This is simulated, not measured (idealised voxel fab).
Process module, titled voxel gate over fins
The cross-section shown here is cut; it is 300 nm wide and divided into square cells measuring 5 nm on a side.
Think of the cross-section as a grid of square cells. We describe it in bands, top to bottom, and each band covers one or more rows of those cells.
Top height, bottom height, nm. Materials left to right, width each, nm. Single material + "full width" = fills band edge to edge. "blank" = empty.
Heights are expressed relative to 0, this being the level below which the as-received wafer comprises one material exclusively. The lowest band is unbounded in the downward direction and is denoted as in "0 and below".
Graded width ("30 to 40"): value in top row of band = first number; value in bottom row = second number; row-to-row change constant.
It should be understood that the words "identical to before", when stated for a given step, signify that the cross-section underwent no change in any of its cells during that step.
The entry "Completely enclosed voids" lists the empty spaces that cover at least 8 cells and have no open path to the top. Each is written as width x height at distance, where the distance is measured from the left edge and all three values are in nm.
Anything after a step's settings on that line? It's the simulator's own note about the step.
"overlay nm" denotes, for a step that has a mask, the displacement of the mask to the right of its planned place, with negative values corresponding to the left.
[Intended process steps]
1 RECEIVE, material Si
2 CONFORMAL_DEP, material SiN, thk nm 5
3 DIRECTIONAL_DEP, material aC, thk nm 10
4 PATTERN, tone cover, mask id FINS, material resist, width nm 15, pitch nm 40, thk nm 30, overlay nm 0
5 DIRECTIONAL_ETCH, etch materials aC, depth nm 10
6 STRIP, etch materials resist
7 DIRECTIONAL_ETCH, etch materials SiN, depth nm 5
8 DIRECTIONAL_ETCH, etch materials Si, depth nm 30
9 STRIP, etch materials aC
10 OXIDIZE, depth nm 5
11 FILL_DEP, material SiO2, thk nm 10
12 CMP, height nm 5
13 SELECTIVE_ETCH, etch materials SiO2, depth nm 20
14 STRIP, etch materials SiN
15 CONFORMAL_DEP, material HfO2, thk nm 5
16 CONFORMAL_DEP, material TiN, thk nm 5
17 CONFORMAL_DEP, material TiAl, thk nm 5
18 CONFORMAL_DEP, material TiN, thk nm 5
19 FILL_DEP, material W, thk nm 15
20 CMP, height nm 30
21 CONFORMAL_DEP, material SiCN, thk nm 5
[First of two wafers, processed according to plan]
[Cross-section, incoming material, after step 1]
	0 and below  Si full width
	Completely enclosed voids: none
[So this is the wafer cross-section right after step 2]
	5 down to 0  SiN full width
	Nothing below the height 0 has changed.
[So this is the wafer cross-section right after step 3]
	15 down to 5  aC full width
	Nothing below the height 5 has changed.
[So this is the wafer cross-section right after step 4]
	45 down to 15  blank 100, then resist 15, then blank 25, then resist 15, then blank 25, then resist 15, then blank 105
	Nothing below the height 15 has changed.
[So this is the wafer cross-section right after step 5]
	35 down to 15  blank 100, then resist 15, then blank 25, then resist 15, then blank 25, then resist 15, then blank 105
	15 down to 5  blank 100, then aC 15, then blank 25, then aC 15, then blank 25, then aC 15, then blank 105
	Nothing below the height 5 has changed.
[So this is the wafer cross-section right after step 6]
	15 down to 5  blank 100, then aC 15, then blank 25, then aC 15, then blank 25, then aC 15, then blank 105
	Nothing below the height 5 has changed.
[So this is the wafer cross-section right after step 7]
	15 down to 5  blank 100, then aC 15, then blank 25, then aC 15, then blank 25, then aC 15, then blank 105
	5 down to 0  blank 100, then SiN 15, then blank 25, then SiN 15, then blank 25, then SiN 15, then blank 105
	Nothing below the height 0 has changed.
[So this is the wafer cross-section right after step 8]
	15 down to 5  blank 100, then aC 15, then blank 25, then aC 15, then blank 25, then aC 15, then blank 105
	5 down to 0  blank 100, then SiN 15, then blank 25, then SiN 15, then blank 25, then SiN 15, then blank 105
	0 down to -30  blank 100, then Si 15, then blank 25, then Si 15, then blank 25, then Si 15, then blank 105
	Nothing below the height -30 has changed.
[So this is the wafer cross-section right after step 9]
	5 down to 0  blank 100, then SiN 15, then blank 25, then SiN 15, then blank 25, then SiN 15, then blank 105
	Nothing below the height 0 has changed.
[So this is the wafer cross-section right after step 10]
	5 down to 0  blank 100, then SiN 15, then blank 25, then SiN 15, then blank 25, then SiN 15, then blank 105
	0 down to -30  blank 100, then SiO2 5, then Si 5, then SiO2 5, then blank 25, then SiO2 5, then Si 5, then SiO2 5, then blank 25, then SiO2 5, then Si 5, then SiO2 5, then blank 105
	-30 down to -35  SiO2 105, then Si 5, then SiO2 35, then Si 5, then SiO2 35, then Si 5, then SiO2 110
	Nothing below the height -35 has changed.
[So this is the wafer cross-section right after step 11]
	15 down to 5  SiO2 full width
	5 down to 0  SiO2 100, then SiN 15, then SiO2 25, then SiN 15, then SiO2 25, then SiN 15, then SiO2 105
	0 down to -35  SiO2 105, then Si 5, then SiO2 35, then Si 5, then SiO2 35, then Si 5, then SiO2 110
	Nothing below the height -35 has changed.
[So this is the wafer cross-section right after step 12]
	5 down to 0  SiO2 100, then SiN 15, then SiO2 25, then SiN 15, then SiO2 25, then SiN 15, then SiO2 105
	Nothing below the height 0 has changed.
[So this is the wafer cross-section right after step 13]
	5 down to 0  blank 100, then SiN 15, then blank 25, then SiN 15, then blank 25, then SiN 15, then blank 105
	0 down to -15  blank 105, then Si 5, then blank 35, then Si 5, then blank 35, then Si 5, then blank 110
	Nothing below the height -15 has changed.
[So this is the wafer cross-section right after step 14]
	0 down to -15  blank 105, then Si 5, then blank 35, then Si 5, then blank 35, then Si 5, then blank 110
	Nothing below the height -15 has changed.
[So this is the wafer cross-section right after step 15]
	5 down to 0  blank 100, then HfO2 15, then blank 25, then HfO2 15, then blank 25, then HfO2 15, then blank 105
	0 down to -10  blank 100, then HfO2 5, then Si 5, then HfO2 5, then blank 25, then HfO2 5, then Si 5, then HfO2 5, then blank 25, then HfO2 5, then Si 5, then HfO2 5, then blank 105
	-10 down to -15  HfO2 105, then Si 5, then HfO2 35, then Si 5, then HfO2 35, then Si 5, then HfO2 110
	Nothing below the height -15 has changed.
[So this is the wafer cross-section right after step 16]
	10 down to 5  blank 95, then TiN 25, then blank 15, then TiN 25, then blank 15, then TiN 25, then blank 100
	5 down to 0  blank 95, then TiN 5, then HfO2 15, then TiN 5, then blank 15, then TiN 5, then HfO2 15, then TiN 5, then blank 15, then TiN 5, then HfO2 15, then TiN 5, then blank 100
	0 down to -5  blank 95, then TiN 5, then HfO2 5, then Si 5, then HfO2 5, then TiN 5, then blank 15, then TiN 5, then HfO2 5, then Si 5, then HfO2 5, then TiN 5, then blank 15, then TiN 5, then HfO2 5, then Si 5, then HfO2 5, then TiN 5, then blank 100
	-5 down to -10  TiN 100, then HfO2 5, then Si 5, then HfO2 5, then TiN 25, then HfO2 5, then Si 5, then HfO2 5, then TiN 25, then HfO2 5, then Si 5, then HfO2 5, then TiN 105
	Nothing below the height -10 has changed.
[So this is the wafer cross-section right after step 17]
	15 down to 10  blank 90, then TiAl 35, then blank 5, then TiAl 35, then blank 5, then TiAl 35, then blank 95
	10 down to 5  blank 90, then TiAl 5, then TiN 25, then TiAl 5, then blank 5, then TiAl 5, then TiN 25, then TiAl 5, then blank 5, then TiAl 5, then TiN 25, then TiAl 5, then blank 95
	5 down to 0  blank 90, then TiAl 5, then TiN 5, then HfO2 15, then TiN 5, then TiAl 5, then blank 5, then TiAl 5, then TiN 5, then HfO2 15, then TiN 5, then TiAl 5, then blank 5, then TiAl 5, then TiN 5, then HfO2 15, then TiN 5, then TiAl 5, then blank 95
	0 down to -5  TiAl 95, then TiN 5, then HfO2 5, then Si 5, then HfO2 5, then TiN 5, then TiAl 15, then TiN 5, then HfO2 5, then Si 5, then HfO2 5, then TiN 5, then TiAl 15, then TiN 5, then HfO2 5, then Si 5, then HfO2 5, then TiN 5, then TiAl 100
	Nothing below the height -5 has changed.
[So this is the wafer cross-section right after step 18]
	20 down to 15  blank 85, then TiN 125, then blank 90
	15 down to 10  blank 85, then TiN 5, then TiAl 35, then TiN 5, then TiAl 35, then TiN 5, then TiAl 35, then TiN 5, then blank 90
	10 down to 5  blank 85, then TiN 5, then TiAl 5, then TiN 25, then TiAl 5, then TiN 5, then TiAl 5, then TiN 25, then TiAl 5, then TiN 5, then TiAl 5, then TiN 25, then TiAl 5, then TiN 5, then blank 90
	5 down to 0  TiN 90, then TiAl 5, then TiN 5, then HfO2 15, then TiN 5, then TiAl 5, then TiN 5, then TiAl 5, then TiN 5, then HfO2 15, then TiN 5, then TiAl 5, then TiN 5, then TiAl 5, then TiN 5, then HfO2 15, then TiN 5, then TiAl 5, then TiN 95
	Nothing below the height 0 has changed.
[So this is the wafer cross-section right after step 19]
	35 down to 20  W full width
	20 down to 15  W 85, then TiN 125, then W 90
	15 down to 10  W 85, then TiN 5, then TiAl 35, then TiN 5, then TiAl 35, then TiN 5, then TiAl 35, then TiN 5, then W 90
	10 down to 5  W 85, then TiN 5, then TiAl 5, then TiN 25, then TiAl 5, then TiN 5, then TiAl 5, then TiN 25, then TiAl 5, then TiN 5, then TiAl 5, then TiN 25, then TiAl 5, then TiN 5, then W 90
	Nothing below the height 5 has changed.
[So this is the wafer cross-section right after step 20]
	30 down to 20  W full width
	Nothing below the height 20 has changed.
[So this is the wafer cross-section right after step 21]
	35 down to 30  SiCN full width
	Nothing below the height 30 has changed.
[Regarding the second of the two wafers: it shared the first wafer's starting condition and process plan, yet one error occurred during its execution. Its history coincides with that of the first wafer up to and including step 14]
What the second wafer looks like in cross-section when step 15 should have wrapped up: identical to before
[What the second wafer looks like in cross-section when step 16 should have wrapped up]
	5 down to 0  blank 100, then TiN 15, then blank 25, then TiN 15, then blank 25, then TiN 15, then blank 105
	0 down to -10  blank 100, then TiN 5, then Si 5, then TiN 5, then blank 25, then TiN 5, then Si 5, then TiN 5, then blank 25, then TiN 5, then Si 5, then TiN 5, then blank 105
	-10 down to -15  TiN 105, then Si 5, then TiN 35, then Si 5, then TiN 35, then Si 5, then TiN 110
	Nothing below the height -15 has changed.
[What the second wafer looks like in cross-section when step 17 should have wrapped up]
	10 down to 5  blank 95, then TiAl 25, then blank 15, then TiAl 25, then blank 15, then TiAl 25, then blank 100
	5 down to 0  blank 95, then TiAl 5, then TiN 15, then TiAl 5, then blank 15, then TiAl 5, then TiN 15, then TiAl 5, then blank 15, then TiAl 5, then TiN 15, then TiAl 5, then blank 100
	0 down to -5  blank 95, then TiAl 5, then TiN 5, then Si 5, then TiN 5, then TiAl 5, then blank 15, then TiAl 5, then TiN 5, then Si 5, then TiN 5, then TiAl 5, then blank 15, then TiAl 5, then TiN 5, then Si 5, then TiN 5, then TiAl 5, then blank 100
	-5 down to -10  TiAl 100, then TiN 5, then Si 5, then TiN 5, then TiAl 25, then TiN 5, then Si 5, then TiN 5, then TiAl 25, then TiN 5, then Si 5, then TiN 5, then TiAl 105
	Nothing below the height -10 has changed.
[What the second wafer looks like in cross-section when step 18 should have wrapped up]
	15 down to 10  blank 90, then TiN 35, then blank 5, then TiN 35, then blank 5, then TiN 35, then blank 95
	10 down to 5  blank 90, then TiN 5, then TiAl 25, then TiN 5, then blank 5, then TiN 5, then TiAl 25, then TiN 5, then blank 5, then TiN 5, then TiAl 25, then TiN 5, then blank 95
	5 down to 0  blank 90, then TiN 5, then TiAl 5, then TiN 15, then TiAl 5, then TiN 5, then blank 5, then TiN 5, then TiAl 5, then TiN 15, then TiAl 5, then TiN 5, then blank 5, then TiN 5, then TiAl 5, then TiN 15, then TiAl 5, then TiN 5, then blank 95
	0 down to -5  TiN 95, then TiAl 5, then TiN 5, then Si 5, then TiN 5, then TiAl 5, then TiN 15, then TiAl 5, then TiN 5, then Si 5, then TiN 5, then TiAl 5, then TiN 15, then TiAl 5, then TiN 5, then Si 5, then TiN 5, then TiAl 5, then TiN 100
	Nothing below the height -5 has changed.
[What the second wafer looks like in cross-section when step 19 should have wrapped up]
	30 down to 15  W full width
	15 down to 10  W 90, then TiN 35, then W 5, then TiN 35, then W 5, then TiN 35, then W 95
	10 down to 5  W 90, then TiN 5, then TiAl 25, then TiN 5, then W 5, then TiN 5, then TiAl 25, then TiN 5, then W 5, then TiN 5, then TiAl 25, then TiN 5, then W 95
	5 down to 0  W 90, then TiN 5, then TiAl 5, then TiN 15, then TiAl 5, then TiN 5, then W 5, then TiN 5, then TiAl 5, then TiN 15, then TiAl 5, then TiN 5, then W 5, then TiN 5, then TiAl 5, then TiN 15, then TiAl 5, then TiN 5, then W 95
	Nothing below the height 0 has changed.
What the second wafer looks like in cross-section when step 20 should have wrapped up: identical to before
[What the second wafer looks like in cross-section when step 21 should have wrapped up]
	35 down to 30  SiCN full width
	Nothing below the height 30 has changed.
Here's what went sideways: heads up, step 15 of the plan was skipped and never actually ran
It is noted that, at the conclusion of processing, the second wafer exhibits a higher or lower cell count for certain materials relative to the first: HfO2 -78, TiN +6, W +72
